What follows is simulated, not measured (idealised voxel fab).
process module | voxel gate over fins
cross-section cut | 285 nm wide | cells 5 nm
A cross-section is a grid of square cells, given in bands from the top down. A band is one or more rows of cells.
Each band's line starts with the height of the band's top and of its bottom, in nm. Then come its materials from left to right, each with its width in nm. One material with "throughout" fills the band from edge to edge. "air" is empty space.
Height 0 is the level under which the wafer as received is all one material. The lowest band goes on downwards, as in "0 down".
A width such as "30 to 40" changes by the same amount from each row of cells to the next, from the band's top row to its bottom row.
"no change" after a step means that no cell of the cross-section changed.
closed voids: empty space of 8 cells or more with no open way to the top, each as width x height at its distance from the left edge, in nm
after a step's settings: what the simulator itself notes on the step
overlay nm, on a step with a mask: how far to the right of its planned place the mask lay; to the left if negative
plan
1 op RECEIVE | material Si
2 op CONFORMAL_DEP | material SiN | thk nm 5
3 op DIRECTIONAL_DEP | material aC | thk nm 15
4 op PATTERN | tone cover | mask id FINS | material resist | width nm 15 | pitch nm 50 | thk nm 30 | overlay nm 0
5 op DIRECTIONAL_ETCH | etch materials aC | depth nm 15
6 op STRIP | etch materials resist
7 op DIRECTIONAL_ETCH | etch materials SiN | depth nm 5
8 op DIRECTIONAL_ETCH | etch materials Si | depth nm 40
9 op STRIP | etch materials aC
10 op FILL_DEP | material SiO2 | thk nm 10
11 op CMP | height nm 5
12 op DIRECTIONAL_DEP | material aC | thk nm 15
13 op PATTERN | tone open | mask id RAIL | material resist | width nm 15 | thk nm 35 | overlay nm 0
14 op DIRECTIONAL_ETCH | etch materials aC | depth nm 15
15 op STRIP | etch materials resist
16 op DIRECTIONAL_ETCH | etch materials SiO2 | depth nm 40
17 op STRIP | etch materials aC
18 op CONFORMAL_DEP | material TiN | thk nm 5
19 op FILL_DEP | material W | thk nm 5
20 op CMP | height nm 5
21 op SELECTIVE_ETCH | etch materials W Ru TiN | depth nm 20
22 op FILL_DEP | material SiO2 | thk nm 5
23 op CMP | height nm 5
24 op SELECTIVE_ETCH | etch materials SiO2 | depth nm 15
25 op STRIP | etch materials SiN
26 op CONFORMAL_DEP | material HfO2 | thk nm 5
27 op CONFORMAL_DEP | material TiN | thk nm 5
28 op CONFORMAL_DEP | material TiAl | thk nm 5
29 op CONFORMAL_DEP | material TiN | thk nm 5
30 op FILL_DEP | material W | thk nm 10
31 op CMP | height nm 25
32 op CONFORMAL_DEP | material SiN | thk nm 10
as received, after step 1
  0 down: Si throughout
  closed voids: none
first wafer at the end, as planned
  35 to 25: SiN throughout
  25 to 20: W throughout
  20 to 15: W 65 | TiN 155 | W 65
  15 to 10: W 65 | TiN 5 | TiAl 45 | TiN 5 | TiAl 45 | TiN 5 | TiAl 45 | TiN 5 | W 65
  10 to 5: TiN 70 | TiAl 5 | TiN 35 | TiAl 5 | TiN 5 | TiAl 5 | TiN 35 | TiAl 5 | TiN 5 | TiAl 5 | TiN 35 | TiAl 5 | TiN 70
  5 to 0: TiAl 75 | TiN 5 | HfO2 25 | TiN 5 | TiAl 15 | TiN 5 | HfO2 25 | TiN 5 | TiAl 15 | TiN 5 | HfO2 25 | TiN 5 | TiAl 75
  0 to -5: TiN 80 | HfO2 5 | Si 15 | HfO2 5 | TiN 25 | HfO2 5 | Si 15 | HfO2 5 | TiN 25 | HfO2 5 | Si 15 | HfO2 5 | TiN 80
  -5 to -10: HfO2 85 | Si 15 | HfO2 35 | Si 15 | HfO2 35 | Si 15 | HfO2 85
  -10 to -15: SiO2 85 | Si 15 | SiO2 35 | Si 15 | SiO2 35 | Si 15 | SiO2 85
  -15 to -30: SiO2 85 | Si 15 | SiO2 10 | TiN 5 | W 5 | TiN 5 | SiO2 10 | Si 15 | SiO2 35 | Si 15 | SiO2 85
  -30 to -35: SiO2 85 | Si 15 | SiO2 10 | TiN 15 | SiO2 10 | Si 15 | SiO2 35 | Si 15 | SiO2 85
  -35 to -40: SiO2 85 | Si 15 | SiO2 35 | Si 15 | SiO2 35 | Si 15 | SiO2 85
  -40 down: Si throughout
  closed voids: none
second wafer at the end: like start, like plan, one mistake
  35 to 25: SiN throughout
  25 to 20: HfO2 throughout
  20 to 15: HfO2 65 | TiN 155 | HfO2 65
  15 to 10: HfO2 65 | TiN 5 | TiAl 45 | TiN 5 | TiAl 45 | TiN 5 | TiAl 45 | TiN 5 | HfO2 65
  10 to 5: TiN 70 | TiAl 5 | TiN 35 | TiAl 5 | TiN 5 | TiAl 5 | TiN 35 | TiAl 5 | TiN 5 | TiAl 5 | TiN 35 | TiAl 5 | TiN 70
  5 to 0: TiAl 75 | TiN 5 | HfO2 25 | TiN 5 | TiAl 15 | TiN 5 | HfO2 25 | TiN 5 | TiAl 15 | TiN 5 | HfO2 25 | TiN 5 | TiAl 75
  0 to -5: TiN 80 | HfO2 5 | Si 15 | HfO2 5 | TiN 25 | HfO2 5 | Si 15 | HfO2 5 | TiN 25 | HfO2 5 | Si 15 | HfO2 5 | TiN 80
  -5 to -10: HfO2 85 | Si 15 | HfO2 35 | Si 15 | HfO2 35 | Si 15 | HfO2 85
  -10 to -15: SiO2 85 | Si 15 | SiO2 35 | Si 15 | SiO2 35 | Si 15 | SiO2 85
  -15 to -30: SiO2 85 | Si 15 | SiO2 10 | TiN 5 | W 5 | TiN 5 | SiO2 10 | Si 15 | SiO2 35 | Si 15 | SiO2 85
  -30 to -35: SiO2 85 | Si 15 | SiO2 10 | TiN 15 | SiO2 10 | Si 15 | SiO2 35 | Si 15 | SiO2 85
  -35 to -40: SiO2 85 | Si 15 | SiO2 35 | Si 15 | SiO2 35 | Si 15 | SiO2 85
  -40 down: Si throughout
  closed voids: none
what went wrong: step 30 ran as: op FILL_DEP | material HfO2 | thk nm 10
at the end the second wafer has, in cells: 109 more of HfO2 | 109 fewer of W
